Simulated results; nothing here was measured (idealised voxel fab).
The name of this process module is voxel wiring stack.
For reference, the cross-section in this document is cut, with width 215 nm and square cells of 5 nm.
Square cells in a grid make up a cross-section in this document, and the grid is given as bands, listed from the top down, each one or more rows of cells.
What a band's entry tells you: where the top is and where the bottom is, as heights in nm, and after that what lies inside, material by material from left to right, each with its width in nm. Empty space is written as the word "empty", and a single material marked with the word "throughout" occupies the band from edge to edge.
Where do heights start? At 0: under that level the wafer as delivered is made of one material only. And the lowest band has no floor; it just carries on downward, as in "0 -> down".
Per-row width for "30 to 40": begins at first number (top row of band), ends at second number (bottom row), increment between rows held constant.
You'll sometimes find "changes: none" written for a step, and that's the way of saying that nowhere in the cross-section did a cell change during that step.
Enclosed voids (no open way to top), threshold 8 cells or more, entry "Enclosed void entries", notation width x height at distance, distance from left edge, nm.
Heads up: the bit after the settings on a step's line is the simulator's remark on that step.
Each step line may optionally specify "overlay nm", which for a step with a mask gives the rightward distance between the mask's planned place and where it lay, a negative value indicating the leftward direction.
## Listed below are the process steps as planned
1) RECEIVE [material Si]
2) CONFORMAL_DEP [material SiO2] [thk nm 15]
3) DIRECTIONAL_DEP [material TiN] [thk nm 5]
4) DIRECTIONAL_DEP [material W] [thk nm 25]
5) PATTERN [tone cover] [mask id METAL_1] [material resist] [width nm 25] [pitch nm 40] [thk nm 15] [overlay nm 0]
6) DIRECTIONAL_ETCH [etch materials W] [depth nm 25]
7) DIRECTIONAL_ETCH [etch materials TiN] [depth nm 5]
8) STRIP [etch materials resist]
9) FILL_DEP [material lowk] [thk nm 10]
10) CMP [height nm 45]
11) CONFORMAL_DEP [material SiCN] [thk nm 5]
12) DIRECTIONAL_DEP [material SiO2] [thk nm 30]
13) DIRECTIONAL_DEP [material aC] [thk nm 10]
14) PATTERN [tone open] [mask id METAL_2] [material resist] [width nm 25] [pitch nm 40] [thk nm 25] [overlay nm 0]
15) DIRECTIONAL_ETCH [etch materials aC] [depth nm 10]
16) STRIP [etch materials resist]
17) DIRECTIONAL_ETCH [etch materials SiO2] [depth nm 15]
18) STRIP [etch materials aC]
19) MASKED_ETCH [tone open] [mask id METAL_2_HOLES] [width nm 15] [pitch nm 40] [etch materials SiO2] [depth nm 15] [overlay nm 0]
20) MASKED_ETCH [tone open] [mask id METAL_2_HOLES] [width nm 15] [pitch nm 40] [etch materials SiCN] [depth nm 5] [overlay nm 0]
21) CONFORMAL_DEP [material TiN] [thk nm 5]
22) FILL_DEP [material Cu] [thk nm 10]
23) CMP [height nm 80]
24) CONFORMAL_DEP [material SiN] [thk nm 5]
## Delivered wafer in cross-section: state after step 1
  0 -> down = Si throughout
  Enclosed void entries: none
## Wafer cross-section at module end: first of two, run to plan
  85 -> 80 = SiN throughout
  80 -> 70 = 35 SiO2; 5 TiN; 15 Cu; 5 TiN; 15 SiO2; 5 TiN; 15 Cu; 5 TiN; 15 SiO2; 5 TiN; 15 Cu; 5 TiN; 15 SiO2; 5 TiN; 15 Cu; 5 TiN; 35 SiO2
  70 -> 65 = 35 SiO2; 5 TiN; 5 Cu; 15 TiN; 15 SiO2; 5 TiN; 5 Cu; 15 TiN; 15 SiO2; 5 TiN; 5 Cu; 15 TiN; 15 SiO2; 5 TiN; 5 Cu; 15 TiN; 35 SiO2
  65 -> 50 = 35 SiO2; 5 TiN; 5 Cu; 5 TiN; 25 SiO2; 5 TiN; 5 Cu; 5 TiN; 25 SiO2; 5 TiN; 5 Cu; 5 TiN; 25 SiO2; 5 TiN; 5 Cu; 5 TiN; 45 SiO2
  50 -> 45 = 35 SiCN; 15 TiN; 25 SiCN; 15 TiN; 25 SiCN; 15 TiN; 25 SiCN; 15 TiN; 45 SiCN
  45 -> 20 = 35 lowk; 25 W; 15 lowk; 25 W; 15 lowk; 25 W; 15 lowk; 25 W; 35 lowk
  20 -> 15 = 35 lowk; 25 TiN; 15 lowk; 25 TiN; 15 lowk; 25 TiN; 15 lowk; 25 TiN; 35 lowk
  15 -> 0 = SiO2 throughout
  0 -> down = Si throughout
  Enclosed void entries: none
## Wafer two cross-section, module end. Start and plan unchanged from wafer one; one mistake made during the run
  75 -> 70 = SiN throughout
  70 -> 65 = 35 SiO2; 5 TiN; 5 Cu; 15 TiN; 15 SiO2; 5 TiN; 5 Cu; 15 TiN; 15 SiO2; 5 TiN; 5 Cu; 15 TiN; 15 SiO2; 5 TiN; 5 Cu; 15 TiN; 35 SiO2
  65 -> 50 = 35 SiO2; 5 TiN; 5 Cu; 5 TiN; 25 SiO2; 5 TiN; 5 Cu; 5 TiN; 25 SiO2; 5 TiN; 5 Cu; 5 TiN; 25 SiO2; 5 TiN; 5 Cu; 5 TiN; 45 SiO2
  50 -> 45 = 35 SiCN; 15 TiN; 25 SiCN; 15 TiN; 25 SiCN; 15 TiN; 25 SiCN; 15 TiN; 45 SiCN
  45 -> 20 = 35 lowk; 25 W; 15 lowk; 25 W; 15 lowk; 25 W; 15 lowk; 25 W; 35 lowk
  20 -> 15 = 35 lowk; 25 TiN; 15 lowk; 25 TiN; 15 lowk; 25 TiN; 15 lowk; 25 TiN; 35 lowk
  15 -> 0 = SiO2 throughout
  0 -> down = Si throughout
  Enclosed void entries: none
what went wrong: step 23 ran differently from the plan; actual operation with settings: CMP [height nm 70]
Materials where the second wafer ends with more or fewer cells than the first: Cu: 24 fewer, SiO2: 46 fewer, TiN: 16 fewer
